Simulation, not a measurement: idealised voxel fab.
process module | voxel capacitor over wiring
cross-section cut | 220 nm wide | cells 5 nm
A cross-section is a grid of square cells, given in bands from the top down. A band is one or more rows of cells.
Each band's line starts with the height of the band's top and of its bottom, in nm. Then come its materials from left to right, each with its width in nm. One material with "throughout" fills the band from edge to edge. "air" is empty space.
Height 0 is the level under which the wafer as received is all one material. The lowest band goes on downwards, as in "0 down".
A width such as "30 to 40" changes by the same amount from each row of cells to the next, from the band's top row to its bottom row.
"no change" after a step means that no cell of the cross-section changed.
closed voids: empty space of 8 cells or more with no open way to the top, each as width x height at its distance from the left edge, in nm
after a step's settings: what the simulator itself notes on the step
overlay nm, on a step with a mask: how far to the right of its planned place the mask lay; to the left if negative
plan
1 op RECEIVE | material Si
2 op CONFORMAL_DEP | material SiO2 | thk nm 15
3 op DIRECTIONAL_DEP | material TiN | thk nm 5
4 op DIRECTIONAL_DEP | material W | thk nm 20
5 op DIRECTIONAL_DEP | material aC | thk nm 10
6 op PATTERN | tone cover | mask id METAL_1 | material resist | width nm 20 | pitch nm 70 | thk nm 30 | overlay nm 0
7 op DIRECTIONAL_ETCH | etch materials aC | depth nm 10
8 op STRIP | etch materials resist
9 op DIRECTIONAL_ETCH | etch materials W | depth nm 20
10 op DIRECTIONAL_ETCH | etch materials TiN | depth nm 5
11 op STRIP | etch materials aC
12 op CONFORMAL_DEP | material SiCN | thk nm 5
13 op FILL_DEP | material lowk | thk nm 5
14 op CMP | height nm 40
15 op CONFORMAL_DEP | material SiCN | thk nm 5
16 op DIRECTIONAL_DEP | material lowk | thk nm 20
17 op PATTERN | tone open | mask id PLUG_1 | material resist | width nm 15 | thk nm 20 | overlay nm 0
18 op DIRECTIONAL_ETCH | etch materials lowk | depth nm 20
19 op DIRECTIONAL_ETCH | etch materials SiCN | depth nm 5
20 op STRIP | etch materials resist
21 op CONFORMAL_DEP | material TiN | thk nm 5
22 op FILL_DEP | material Ru | thk nm 5
23 op CMP | height nm 65
24 op DIRECTIONAL_DEP | material TiN | thk nm 10
25 op DIRECTIONAL_DEP | material HfO2 | thk nm 5
26 op DIRECTIONAL_DEP | material TiN | thk nm 10
27 op PATTERN | tone cover | mask id UPPER_PLATE | material resist | width nm 45 | thk nm 15 | overlay nm 0
28 op DIRECTIONAL_ETCH | etch materials TiN | depth nm 10
29 op DIRECTIONAL_ETCH | etch materials HfO2 | depth nm 5
30 op STRIP | etch materials resist
31 op PATTERN | tone cover | mask id LOWER_PLATE | material resist | width nm 65 | thk nm 15 | overlay nm 0
32 op DIRECTIONAL_ETCH | etch materials TiN | depth nm 10
33 op STRIP | etch materials resist
34 op FILL_DEP | material SiO2 | thk nm 15
35 op CMP | height nm 100
36 op DIRECTIONAL_DEP | material aC | thk nm 15
37 op PATTERN | tone open | mask id PLUG_2 | material resist | width nm 15 | thk nm 30 | overlay nm 0
38 op DIRECTIONAL_ETCH | etch materials aC | depth nm 15
39 op STRIP | etch materials resist
40 op DIRECTIONAL_ETCH | etch materials SiO2 | depth nm 10
41 op STRIP | etch materials aC
42 op CONFORMAL_DEP | material TiN | thk nm 5
43 op FILL_DEP | material Cu | thk nm 10
44 op CMP | height nm 100
45 op CONFORMAL_DEP | material SiN | thk nm 5
varied across the wafers: width nm of step 27. The plan shows the first wafer's value. All wafers start alike
first wafer as received, after step 1
  0 down: Si throughout
  closed voids: none
each wafer at the end: cells of each material gained (+) or lost (-) since it was received, then its closed voids
width nm 45 | +1 Cu | +9 HfO2 | +4 Ru | +93 SiCN | +44 SiN | +381 SiO2 | +68 TiN | +32 W | +292 lowk | closed voids: none
width nm 50 | +1 Cu | +10 HfO2 | +4 Ru | +93 SiCN | +44 SiN | +378 SiO2 | +70 TiN | +32 W | +292 lowk | closed voids: none
width nm 55 | +1 Cu | +11 HfO2 | +4 Ru | +93 SiCN | +44 SiN | +375 SiO2 | +72 TiN | +32 W | +292 lowk | closed voids: none
width nm 60 | +1 Cu | +12 HfO2 | +4 Ru | +93 SiCN | +44 SiN | +372 SiO2 | +74 TiN | +32 W | +292 lowk | closed voids: none
width nm 65 | +1 Cu | +13 HfO2 | +4 Ru | +93 SiCN | +44 SiN | +369 SiO2 | +76 TiN | +32 W | +292 lowk | closed voids: none
width nm 70 | +1 Cu | +14 HfO2 | +4 Ru | +93 SiCN | +44 SiN | +366 SiO2 | +78 TiN | +32 W | +292 lowk | closed voids: none
